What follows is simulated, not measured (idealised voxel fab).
process module | voxel capacitor over wiring
cross-section cut | 270 nm wide | cells 5 nm
A cross-section is a grid of square cells, given in bands from the top down. A band is one or more rows of cells.
Each band's line starts with the height of the band's top and of its bottom, in nm. Then come its materials from left to right, each with its width in nm. One material with "throughout" fills the band from edge to edge. "air" is empty space.
Height 0 is the level under which the wafer as received is all one material. The lowest band goes on downwards, as in "0 down".
A width such as "30 to 40" changes by the same amount from each row of cells to the next, from the band's top row to its bottom row.
"no change" after a step means that no cell of the cross-section changed.
closed voids: empty space of 8 cells or more with no open way to the top, each as width x height at its distance from the left edge, in nm
after a step's settings: what the simulator itself notes on the step
overlay nm, on a step with a mask: how far to the right of its planned place the mask lay; to the left if negative
plan
1 op RECEIVE | material Si
2 op CONFORMAL_DEP | material SiO2 | thk nm 15
3 op CONFORMAL_DEP | material SiCN | thk nm 5
4 op DIRECTIONAL_DEP | material lowk | thk nm 25
5 op MASKED_ETCH | tone open | mask id METAL_1 | width nm 20 | pitch nm 90 | etch materials lowk | depth nm 25 | overlay nm 0
6 op MASKED_ETCH | tone open | mask id METAL_1 | width nm 20 | pitch nm 90 | etch materials SiCN | depth nm 5 | overlay nm 0
7 op CONFORMAL_DEP | material TiN | thk nm 5
8 op FILL_DEP | material W | thk nm 5
9 op CMP | height nm 45
10 op CONFORMAL_DEP | material SiCN | thk nm 5
11 op DIRECTIONAL_DEP | material lowk | thk nm 20
12 op MASKED_ETCH | tone open | mask id PLUG_1 | width nm 15 | etch materials lowk | depth nm 20 | overlay nm 0
13 op MASKED_ETCH | tone open | mask id PLUG_1 | width nm 15 | etch materials SiCN | depth nm 5 | overlay nm 0
14 op CONFORMAL_DEP | material TiN | thk nm 5
15 op FILL_DEP | material Ru | thk nm 5
16 op CMP | height nm 70
17 op DIRECTIONAL_DEP | material TiN | thk nm 10
18 op DIRECTIONAL_DEP | material HfO2 | thk nm 5
19 op DIRECTIONAL_DEP | material TiN | thk nm 10
20 op MASKED_ETCH | tone cover | mask id UPPER_PLATE | width nm 75 | etch materials TiN | depth nm 10 | overlay nm 0
21 op MASKED_ETCH | tone cover | mask id UPPER_PLATE | width nm 75 | etch materials HfO2 | depth nm 5 | overlay nm 0
22 op PATTERN | tone cover | mask id LOWER_PLATE | material resist | width nm 85 | thk nm 15 | overlay nm 0
23 op DIRECTIONAL_ETCH | etch materials TiN | depth nm 10
24 op STRIP | etch materials resist
25 op FILL_DEP | material SiO2 | thk nm 15
26 op CMP | height nm 105
27 op DIRECTIONAL_DEP | material aC | thk nm 10
28 op PATTERN | tone open | mask id PLUG_2 | material resist | width nm 15 | thk nm 30 | overlay nm 0
29 op DIRECTIONAL_ETCH | etch materials aC | depth nm 10
30 op STRIP | etch materials resist
31 op DIRECTIONAL_ETCH | etch materials SiO2 | depth nm 10
32 op STRIP | etch materials aC
33 op CONFORMAL_DEP | material TiN | thk nm 5
34 op FILL_DEP | material Ru | thk nm 5
35 op CMP | height nm 105
36 op CONFORMAL_DEP | material SiN | thk nm 5
first wafer, as planned
as received, after step 1
  0 down: Si throughout
  closed voids: none
after step 2
  15 to 0: SiO2 throughout
  below 0: unchanged
after step 3
  20 to 15: SiCN throughout
  below 15: unchanged
after step 4
  45 to 20: lowk throughout
  below 20: unchanged
after step 5
  45 to 20: lowk 80 | air 20 | lowk 70 | air 20 | lowk 80
  below 20: unchanged
after step 6
  45 to 20: lowk 80 | air 20 | lowk 70 | air 20 | lowk 80
  20 to 15: SiCN 80 | air 20 | SiCN 70 | air 20 | SiCN 80
  below 15: unchanged
after step 7
  50 to 45: TiN 85 | air 10 | TiN 80 | air 10 | TiN 85
  45 to 20: lowk 80 | TiN 5 | air 10 | TiN 5 | lowk 70 | TiN 5 | air 10 | TiN 5 | lowk 80
  20 to 15: SiCN 80 | TiN 20 | SiCN 70 | TiN 20 | SiCN 80
  below 15: unchanged
after step 8
  55 to 50: W throughout
  50 to 45: TiN 85 | W 10 | TiN 80 | W 10 | TiN 85
  45 to 20: lowk 80 | TiN 5 | W 10 | TiN 5 | lowk 70 | TiN 5 | W 10 | TiN 5 | lowk 80
  below 20: unchanged
after step 9
  45 to 20: lowk 80 | TiN 5 | W 10 | TiN 5 | lowk 70 | TiN 5 | W 10 | TiN 5 | lowk 80
  below 20: unchanged
after step 10
  50 to 45: SiCN throughout
  below 45: unchanged
after step 11
  70 to 50: lowk throughout
  below 50: unchanged
after step 12
  70 to 50: lowk 85 | air 15 | lowk 170
  below 50: unchanged
after step 13
  70 to 50: lowk 85 | air 15 | lowk 170
  50 to 45: SiCN 85 | air 15 | SiCN 170
  below 45: unchanged
after step 14
  75 to 70: TiN 90 | air 5 | TiN 175
  70 to 50: lowk 85 | TiN 5 | air 5 | TiN 5 | lowk 170
  50 to 45: SiCN 85 | TiN 15 | SiCN 170
  below 45: unchanged
after step 15
  80 to 75: Ru throughout
  75 to 70: TiN 90 | Ru 5 | TiN 175
  70 to 50: lowk 85 | TiN 5 | Ru 5 | TiN 5 | lowk 170
  below 50: unchanged
after step 16
  70 to 50: lowk 85 | TiN 5 | Ru 5 | TiN 5 | lowk 170
  below 50: unchanged
after step 17
  80 to 70: TiN throughout
  below 70: unchanged
after step 18
  85 to 80: HfO2 throughout
  below 80: unchanged
after step 19
  95 to 85: TiN throughout
  below 85: unchanged
after step 20
  95 to 85: air 85 | TiN 75 | air 110
  below 85: unchanged
after step 21
  95 to 85: air 85 | TiN 75 | air 110
  85 to 80: air 85 | HfO2 75 | air 110
  below 80: unchanged
after step 22
  110 to 95: air 80 | resist 85 | air 105
  95 to 85: air 80 | resist 5 | TiN 75 | resist 5 | air 105
  85 to 80: air 80 | resist 5 | HfO2 75 | resist 5 | air 105
  below 80: unchanged
after step 23
  110 to 95: air 80 | resist 85 | air 105
  95 to 85: air 80 | resist 5 | TiN 75 | resist 5 | air 105
  85 to 80: air 80 | resist 5 | HfO2 75 | resist 5 | air 105
  80 to 70: air 80 | TiN 85 | air 105
  below 70: unchanged
after step 24
  95 to 85: air 85 | TiN 75 | air 110
  85 to 80: air 85 | HfO2 75 | air 110
  below 80: unchanged
after step 25
  110 to 95: SiO2 throughout
  95 to 85: SiO2 85 | TiN 75 | SiO2 110
  85 to 80: SiO2 85 | HfO2 75 | SiO2 110
  80 to 70: SiO2 80 | TiN 85 | SiO2 105
  below 70: unchanged
after step 26
  105 to 95: SiO2 throughout
  below 95: unchanged
after step 27
  115 to 105: aC throughout
  below 105: unchanged
after step 28
  145 to 115: resist 95 | air 15 | resist 160
  below 115: unchanged
after step 29
  135 to 115: resist 95 | air 15 | resist 160
  115 to 105: aC 95 | air 15 | aC 160
  below 105: unchanged
after step 30
  115 to 105: aC 95 | air 15 | aC 160
  below 105: unchanged
after step 31
  115 to 105: aC 95 | air 15 | aC 160
  105 to 95: SiO2 95 | air 15 | SiO2 160
  below 95: unchanged
after step 32
  105 to 95: SiO2 95 | air 15 | SiO2 160
  below 95: unchanged
after step 33
  110 to 105: TiN 100 | air 5 | TiN 165
  105 to 100: SiO2 95 | TiN 5 | air 5 | TiN 5 | SiO2 160
  100 to 95: SiO2 95 | TiN 15 | SiO2 160
  below 95: unchanged
after step 34
  115 to 110: Ru throughout
  110 to 105: TiN 100 | Ru 5 | TiN 165
  105 to 100: SiO2 95 | TiN 5 | Ru 5 | TiN 5 | SiO2 160
  below 100: unchanged
after step 35
  105 to 100: SiO2 95 | TiN 5 | Ru 5 | TiN 5 | SiO2 160
  below 100: unchanged
after step 36
  110 to 105: SiN throughout
  below 105: unchanged
second wafer: like start, like plan, one mistake. Through step 2 it matches the first wafer
when step 3 should have ended: no change
when step 4 should have ended
  40 to 15: lowk throughout
  below 15: unchanged
when step 5 should have ended
  40 to 15: lowk 80 | air 20 | lowk 70 | air 20 | lowk 80
  below 15: unchanged
when step 6 should have ended: no change
when step 7 should have ended
  45 to 40: TiN 85 | air 10 | TiN 80 | air 10 | TiN 85
  40 to 20: lowk 80 | TiN 5 | air 10 | TiN 5 | lowk 70 | TiN 5 | air 10 | TiN 5 | lowk 80
  20 to 15: lowk 80 | TiN 20 | lowk 70 | TiN 20 | lowk 80
  below 15: unchanged
when step 8 should have ended
  50 to 45: W throughout
  45 to 40: TiN 85 | W 10 | TiN 80 | W 10 | TiN 85
  40 to 20: lowk 80 | TiN 5 | W 10 | TiN 5 | lowk 70 | TiN 5 | W 10 | TiN 5 | lowk 80
  below 20: unchanged
when step 9 should have ended
  45 to 40: TiN 85 | W 10 | TiN 80 | W 10 | TiN 85
  below 40: unchanged
when step 10 should have ended
  50 to 45: SiCN throughout
  below 45: unchanged
when step 11 should have ended
  70 to 50: lowk throughout
  below 50: unchanged
when step 12 should have ended
  70 to 50: lowk 85 | air 15 | lowk 170
  below 50: unchanged
when step 13 should have ended
  70 to 50: lowk 85 | air 15 | lowk 170
  50 to 45: SiCN 85 | air 15 | SiCN 170
  below 45: unchanged
when step 14 should have ended
  75 to 70: TiN 90 | air 5 | TiN 175
  70 to 50: lowk 85 | TiN 5 | air 5 | TiN 5 | lowk 170
  50 to 45: SiCN 85 | TiN 15 | SiCN 170
  below 45: unchanged
when step 15 should have ended
  80 to 75: Ru throughout
  75 to 70: TiN 90 | Ru 5 | TiN 175
  70 to 50: lowk 85 | TiN 5 | Ru 5 | TiN 5 | lowk 170
  below 50: unchanged
when step 16 should have ended
  70 to 50: lowk 85 | TiN 5 | Ru 5 | TiN 5 | lowk 170
  below 50: unchanged
when step 17 should have ended
  80 to 70: TiN throughout
  below 70: unchanged
when step 18 should have ended
  85 to 80: HfO2 throughout
  below 80: unchanged
when step 19 should have ended
  95 to 85: TiN throughout
  below 85: unchanged
when step 20 should have ended
  95 to 85: air 85 | TiN 75 | air 110
  below 85: unchanged
when step 21 should have ended
  95 to 85: air 85 | TiN 75 | air 110
  85 to 80: air 85 | HfO2 75 | air 110
  below 80: unchanged
when step 22 should have ended
  110 to 95: air 80 | resist 85 | air 105
  95 to 85: air 80 | resist 5 | TiN 75 | resist 5 | air 105
  85 to 80: air 80 | resist 5 | HfO2 75 | resist 5 | air 105
  below 80: unchanged
when step 23 should have ended
  110 to 95: air 80 | resist 85 | air 105
  95 to 85: air 80 | resist 5 | TiN 75 | resist 5 | air 105
  85 to 80: air 80 | resist 5 | HfO2 75 | resist 5 | air 105
  80 to 70: air 80 | TiN 85 | air 105
  below 70: unchanged
when step 24 should have ended
  95 to 85: air 85 | TiN 75 | air 110
  85 to 80: air 85 | HfO2 75 | air 110
  below 80: unchanged
when step 25 should have ended
  110 to 95: SiO2 throughout
  95 to 85: SiO2 85 | TiN 75 | SiO2 110
  85 to 80: SiO2 85 | HfO2 75 | SiO2 110
  80 to 70: SiO2 80 | TiN 85 | SiO2 105
  below 70: unchanged
when step 26 should have ended
  105 to 95: SiO2 throughout
  below 95: unchanged
when step 27 should have ended
  115 to 105: aC throughout
  below 105: unchanged
when step 28 should have ended
  145 to 115: resist 95 | air 15 | resist 160
  below 115: unchanged
when step 29 should have ended
  135 to 115: resist 95 | air 15 | resist 160
  115 to 105: aC 95 | air 15 | aC 160
  below 105: unchanged
when step 30 should have ended
  115 to 105: aC 95 | air 15 | aC 160
  below 105: unchanged
when step 31 should have ended
  115 to 105: aC 95 | air 15 | aC 160
  105 to 95: SiO2 95 | air 15 | SiO2 160
  below 95: unchanged
when step 32 should have ended
  105 to 95: SiO2 95 | air 15 | SiO2 160
  below 95: unchanged
when step 33 should have ended
  110 to 105: TiN 100 | air 5 | TiN 165
  105 to 100: SiO2 95 | TiN 5 | air 5 | TiN 5 | SiO2 160
  100 to 95: SiO2 95 | TiN 15 | SiO2 160
  below 95: unchanged
when step 34 should have ended
  115 to 110: Ru throughout
  110 to 105: TiN 100 | Ru 5 | TiN 165
  105 to 100: SiO2 95 | TiN 5 | Ru 5 | TiN 5 | SiO2 160
  below 100: unchanged
when step 35 should have ended
  105 to 100: SiO2 95 | TiN 5 | Ru 5 | TiN 5 | SiO2 160
  below 100: unchanged
when step 36 should have ended
  110 to 105: SiN throughout
  below 105: unchanged
what went wrong: step 3 was left out
at the end the second wafer has, in cells: 46 fewer of SiCN | 46 more of TiN
